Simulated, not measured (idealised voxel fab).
process module | voxel self aligned contacts
cross-section cut | 225 nm wide | cells 5 nm
A cross-section is a grid of square cells, given in bands from the top down. A band is one or more rows of cells.
Each band's line starts with the height of the band's top and of its bottom, in nm. Then come its materials from left to right, each with its width in nm. One material with "throughout" fills the band from edge to edge. "air" is empty space.
Height 0 is the level under which the wafer as received is all one material. The lowest band goes on downwards, as in "0 down".
A width such as "30 to 40" changes by the same amount from each row of cells to the next, from the band's top row to its bottom row.
"no change" after a step means that no cell of the cross-section changed.
closed voids: empty space of 8 cells or more with no open way to the top, each as width x height at its distance from the left edge, in nm
after a step's settings: what the simulator itself notes on the step
overlay nm, on a step with a mask: how far to the right of its planned place the mask lay; to the left if negative
plan
1 op RECEIVE | material Si
2 op CONFORMAL_DEP | material SiO2 | thk nm 5
3 op DIRECTIONAL_DEP | material polySi | thk nm 30
4 op DIRECTIONAL_DEP | material SiN | thk nm 15
5 op DIRECTIONAL_DEP | material aC | thk nm 15
6 op PATTERN | tone cover | mask id GATE | material resist | width nm 30 | pitch nm 65 | thk nm 35 | overlay nm 0
7 op DIRECTIONAL_ETCH | etch materials aC | depth nm 15
8 op STRIP | etch materials resist
9 op DIRECTIONAL_ETCH | etch materials SiN | depth nm 15
10 op DIRECTIONAL_ETCH | etch materials polySi | depth nm 30
11 op STRIP | etch materials aC
12 op CONFORMAL_DEP | material SiN | thk nm 5
13 op DIRECTIONAL_ETCH | etch materials SiN | depth nm 5
14 op FILL_DEP | material SiO2 | thk nm 15
15 op CMP | height nm 55
16 op MASKED_ETCH | tone open | mask id CONTACT | width nm 45 | etch materials SiO2 | depth nm 55 | overlay nm 0
17 op CONFORMAL_DEP | material TiN | thk nm 5
18 op FILL_DEP | material W | thk nm 5
19 op CMP | height nm 55
20 op CONFORMAL_DEP | material SiN | thk nm 5
first wafer, as planned
as received, after step 1
  0 down: Si throughout
  closed voids: none
after step 2
  5 to 0: SiO2 throughout
  below 0: unchanged
after step 3
  35 to 5: polySi throughout
  below 5: unchanged
after step 4
  50 to 35: SiN throughout
  below 35: unchanged
after step 5
  65 to 50: aC throughout
  below 50: unchanged
after step 6
  100 to 65: air 65 | resist 30 | air 35 | resist 30 | air 65
  below 65: unchanged
after step 7
  85 to 65: air 65 | resist 30 | air 35 | resist 30 | air 65
  65 to 50: air 65 | aC 30 | air 35 | aC 30 | air 65
  below 50: unchanged
after step 8
  65 to 50: air 65 | aC 30 | air 35 | aC 30 | air 65
  below 50: unchanged
after step 9
  65 to 50: air 65 | aC 30 | air 35 | aC 30 | air 65
  50 to 35: air 65 | SiN 30 | air 35 | SiN 30 | air 65
  below 35: unchanged
after step 10
  65 to 50: air 65 | aC 30 | air 35 | aC 30 | air 65
  50 to 35: air 65 | SiN 30 | air 35 | SiN 30 | air 65
  35 to 5: air 65 | polySi 30 | air 35 | polySi 30 | air 65
  below 5: unchanged
after step 11
  50 to 35: air 65 | SiN 30 | air 35 | SiN 30 | air 65
  below 35: unchanged
after step 12
  55 to 35: air 60 | SiN 40 | air 25 | SiN 40 | air 60
  35 to 10: air 60 | SiN 5 | polySi 30 | SiN 5 | air 25 | SiN 5 | polySi 30 | SiN 5 | air 60
  10 to 5: SiN 65 | polySi 30 | SiN 35 | polySi 30 | SiN 65
  below 5: unchanged
after step 13
  50 to 35: air 60 | SiN 40 | air 25 | SiN 40 | air 60
  35 to 5: air 60 | SiN 5 | polySi 30 | SiN 5 | air 25 | SiN 5 | polySi 30 | SiN 5 | air 60
  below 5: unchanged
after step 14
  65 to 50: SiO2 throughout
  50 to 35: SiO2 60 | SiN 40 | SiO2 25 | SiN 40 | SiO2 60
  35 to 5: SiO2 60 | SiN 5 | polySi 30 | SiN 5 | SiO2 25 | SiN 5 | polySi 30 | SiN 5 | SiO2 60
  below 5: unchanged
after step 15
  55 to 50: SiO2 throughout
  below 50: unchanged
after step 16
  55 to 50: SiO2 90 | air 45 | SiO2 90
  50 to 35: SiO2 60 | SiN 40 | air 25 | SiN 40 | SiO2 60
  35 to 5: SiO2 60 | SiN 5 | polySi 30 | SiN 5 | air 25 | SiN 5 | polySi 30 | SiN 5 | SiO2 60
  5 to 0: SiO2 100 | air 25 | SiO2 100
  below 0: unchanged
after step 17
  60 to 55: TiN 95 | air 35 | TiN 95
  55 to 50: SiO2 90 | TiN 15 | air 15 | TiN 15 | SiO2 90
  50 to 35: SiO2 60 | SiN 40 | TiN 5 | air 15 | TiN 5 | SiN 40 | SiO2 60
  35 to 5: SiO2 60 | SiN 5 | polySi 30 | SiN 5 | TiN 5 | air 15 | TiN 5 | SiN 5 | polySi 30 | SiN 5 | SiO2 60
  5 to 0: SiO2 100 | TiN 25 | SiO2 100
  below 0: unchanged
after step 18
  65 to 60: W throughout
  60 to 55: TiN 95 | W 35 | TiN 95
  55 to 50: SiO2 90 | TiN 15 | W 15 | TiN 15 | SiO2 90
  50 to 35: SiO2 60 | SiN 40 | TiN 5 | W 15 | TiN 5 | SiN 40 | SiO2 60
  35 to 5: SiO2 60 | SiN 5 | polySi 30 | SiN 5 | TiN 5 | W 15 | TiN 5 | SiN 5 | polySi 30 | SiN 5 | SiO2 60
  below 5: unchanged
after step 19
  55 to 50: SiO2 90 | TiN 15 | W 15 | TiN 15 | SiO2 90
  below 50: unchanged
after step 20
  60 to 55: SiN throughout
  below 55: unchanged
second wafer: like start, like plan, one mistake. Through step 11 it matches the first wafer
when step 12 should have ended
  45 to 35: air 65 | SiN 30 | air 35 | SiN 30 | air 65
  below 35: unchanged
when step 13 should have ended
  50 to 35: air 60 | SiN 40 | air 25 | SiN 40 | air 60
  35 to 10: air 60 | SiN 5 | polySi 30 | SiN 5 | air 25 | SiN 5 | polySi 30 | SiN 5 | air 60
  10 to 5: SiN 65 | polySi 30 | SiN 35 | polySi 30 | SiN 65
  below 5: unchanged
when step 14 should have ended
  65 to 50: SiO2 throughout
  50 to 35: SiO2 60 | SiN 40 | SiO2 25 | SiN 40 | SiO2 60
  35 to 10: SiO2 60 | SiN 5 | polySi 30 | SiN 5 | SiO2 25 | SiN 5 | polySi 30 | SiN 5 | SiO2 60
  below 10: unchanged
when step 15 should have ended
  55 to 50: SiO2 throughout
  below 50: unchanged
when step 16 should have ended
  55 to 50: SiO2 90 | air 45 | SiO2 90
  50 to 35: SiO2 60 | SiN 40 | air 25 | SiN 40 | SiO2 60
  35 to 10: SiO2 60 | SiN 5 | polySi 30 | SiN 5 | air 25 | SiN 5 | polySi 30 | SiN 5 | SiO2 60
  below 10: unchanged
when step 17 should have ended
  60 to 55: TiN 95 | air 35 | TiN 95
  55 to 50: SiO2 90 | TiN 15 | air 15 | TiN 15 | SiO2 90
  50 to 35: SiO2 60 | SiN 40 | TiN 5 | air 15 | TiN 5 | SiN 40 | SiO2 60
  35 to 15: SiO2 60 | SiN 5 | polySi 30 | SiN 5 | TiN 5 | air 15 | TiN 5 | SiN 5 | polySi 30 | SiN 5 | SiO2 60
  15 to 10: SiO2 60 | SiN 5 | polySi 30 | SiN 5 | TiN 25 | SiN 5 | polySi 30 | SiN 5 | SiO2 60
  below 10: unchanged
when step 18 should have ended
  65 to 60: W throughout
  60 to 55: TiN 95 | W 35 | TiN 95
  55 to 50: SiO2 90 | TiN 15 | W 15 | TiN 15 | SiO2 90
  50 to 35: SiO2 60 | SiN 40 | TiN 5 | W 15 | TiN 5 | SiN 40 | SiO2 60
  35 to 15: SiO2 60 | SiN 5 | polySi 30 | SiN 5 | TiN 5 | W 15 | TiN 5 | SiN 5 | polySi 30 | SiN 5 | SiO2 60
  below 15: unchanged
when step 19 should have ended
  55 to 50: SiO2 90 | TiN 15 | W 15 | TiN 15 | SiO2 90
  below 50: unchanged
when step 20 should have ended
  60 to 55: SiN throughout
  below 55: unchanged
what went wrong: steps 12 and 13 were swapped
at the end the second wafer has, in cells: 29 more of SiN | 19 fewer of SiO2 | 4 fewer of TiN | 6 fewer of W
